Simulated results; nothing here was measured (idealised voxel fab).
The name of this process module is voxel capacitor over wiring.
Each square cell in cross-section cut measures 5 nm, and the section as a whole is 235 nm wide.
A cross-section is a grid of square cells, given in bands from the top down. A band is one or more rows of cells.
Within each band entry, the heights of the top and of the bottom of the band appear first, in that order and in nm; the materials of the band then follow from left to right, each with its corresponding width in nm. The designation "everywhere" on a single material indicates that it fills the band from edge to edge; the designation "empty" indicates empty space.
Measure heights from 0. That's the level where, below it, the as-received wafer is all one material. The lowest band is bottomless and extends downward; write it as in "0 down".
Per-row width for "30..40": begins at first number (top row of band), ends at second number (bottom row), increment between rows held constant.
No cell of the cross-section changed in a step that is given as "left unchanged".
Entry "closed voids" = empty spaces >= 8 cells with no open way to the top; each as width x height at distance, distance from left edge, all nm.
On a step's line, text after the settings is the simulator commenting on that step.
Steps that use a mask can have "overlay nm" on their line. It says how far the mask sat to the right of where it was meant to be. Negative means to the left.

## The following list gives the planned process steps
- 1: RECEIVE: material Si
- 2: CONFORMAL_DEP: material SiO2, thk nm 10
- 3: CONFORMAL_DEP: material SiCN, thk nm 5
- 4: DIRECTIONAL_DEP: material SiO2, thk nm 15
- 5: PATTERN: tone open, mask id METAL_1, material resist, width nm 30, pitch nm 100, thk nm 20, overlay nm 0
- 6: DIRECTIONAL_ETCH: etch materials SiO2, depth nm 15
- 7: DIRECTIONAL_ETCH: etch materials SiCN, depth nm 5
- 8: STRIP: etch materials resist
- 9: CONFORMAL_DEP: material TiN, thk nm 5
- 10: FILL_DEP: material Cu, thk nm 5
- 11: CMP: height nm 30
- 12: CONFORMAL_DEP: material SiCN, thk nm 5
- 13: DIRECTIONAL_DEP: material lowk, thk nm 15
- 14: MASKED_ETCH: tone open, mask id PLUG_1, width nm 15, etch materials lowk, depth nm 15, overlay nm 0
- 15: MASKED_ETCH: tone open, mask id PLUG_1, width nm 15, etch materials SiCN, depth nm 5, overlay nm 0
- 16: EPI: material Ru, thk nm 10
- 17: EPI: material Ru, thk nm 10
- 18: DIRECTIONAL_DEP: material TiN, thk nm 5
- 19: DIRECTIONAL_DEP: material Al2O3, thk nm 5
- 20: DIRECTIONAL_DEP: material TiN, thk nm 5
- 21: MASKED_ETCH: tone cover, mask id UPPER_PLATE, width nm 75, etch materials TiN, depth nm 5, overlay nm 0
- 22: MASKED_ETCH: tone cover, mask id UPPER_PLATE, width nm 75, etch materials Al2O3, depth nm 5, overlay nm 0
- 23: PATTERN: tone cover, mask id LOWER_PLATE, material resist, width nm 85, thk nm 15, overlay nm 0
- 24: DIRECTIONAL_ETCH: etch materials TiN, depth nm 5
- 25: STRIP: etch materials resist
- 26: FILL_DEP: material SiO2, thk nm 15
- 27: CMP: height nm 75
- 28: DIRECTIONAL_DEP: material aC, thk nm 10
- 29: PATTERN: tone open, mask id PLUG_2, material resist, width nm 15, thk nm 30, overlay nm 0
- 30: DIRECTIONAL_ETCH: etch materials aC, depth nm 10
- 31: STRIP: etch materials resist
- 32: DIRECTIONAL_ETCH: etch materials SiO2, depth nm 10
- 33: STRIP: etch materials aC
- 34: CONFORMAL_DEP: material TiN, thk nm 5
- 35: FILL_DEP: material Cu, thk nm 10
- 36: CMP: height nm 75
- 37: CONFORMAL_DEP: material SiCN, thk nm 5

## As received (post step 1): cross-section
* 0 down = Si everywhere
* closed voids: none

## Post-module cross-section of the first of two wafers (run per plan)
* 80 to 75 = SiCN everywhere
* 75 to 70 = SiO2=75 | TiN=5 | Cu=5 | TiN=5 | SiO2=145
* 70 to 60 = SiO2=75..65 | TiN=15..75 | SiO2=145..95
* 60 to 55 = SiO2=65 | Al2O3=75 | SiO2=95
* 55 to 50 = SiO2=60 | TiN=85 | SiO2=90
* 50 to 35 = lowk=65 | Ru=15 | lowk=155
* 35 to 30 = SiCN=65 | Ru=15 | SiCN=155
* 30 to 15 = SiO2=50 | TiN=5 | Cu=20 | TiN=5 | SiO2=70 | TiN=5 | Cu=20 | TiN=5 | SiO2=55
* 15 to 10 = SiCN=50 | TiN=30 | SiCN=70 | TiN=30 | SiCN=55
* 10 to 0 = SiO2 everywhere
* 0 down = Si everywhere
* closed voids: none

## Cross-section, second wafer: same start as the first, same plan as the first, one mistake in running it; taken at the end of the module
* 80 to 75 = SiCN everywhere
* 75 to 70 = SiO2=75 | TiN=5 | Cu=5 | TiN=5 | SiO2=145
* 70 to 60 = SiO2=75..65 | TiN=15..75 | SiO2=145..95
* 60 to 55 = SiO2=65 | Al2O3=75 | SiO2=95
* 55 to 50 = SiO2=60 | TiN=85 | SiO2=90
* 50 to 35 = lowk=65 | Ru=15 | lowk=155
* 35 to 30 = SiCN=65 | Ru=15 | SiCN=155
* 30 to 15 = SiO2=50 | TiN=5 | Cu=20 | TiN=5 | SiO2=70 | TiN=5 | Cu=20 | TiN=5 | SiO2=55
* 15 to 10 = SiCN=50 | TiN=30 | SiCN=70 | TiN=30 | SiCN=55
* 10 to 0 = Al2O3 everywhere
* 0 down = Si everywhere
* closed voids: none
Against the plan, the run slipped here: rather than as planned, step 2 actually ran as CONFORMAL_DEP: material Al2O3, thk nm 10
Heads up, by the end the second wafer has more or fewer cells of some materials compared to the first: 94 more of Al2O3, 94 fewer of SiO2
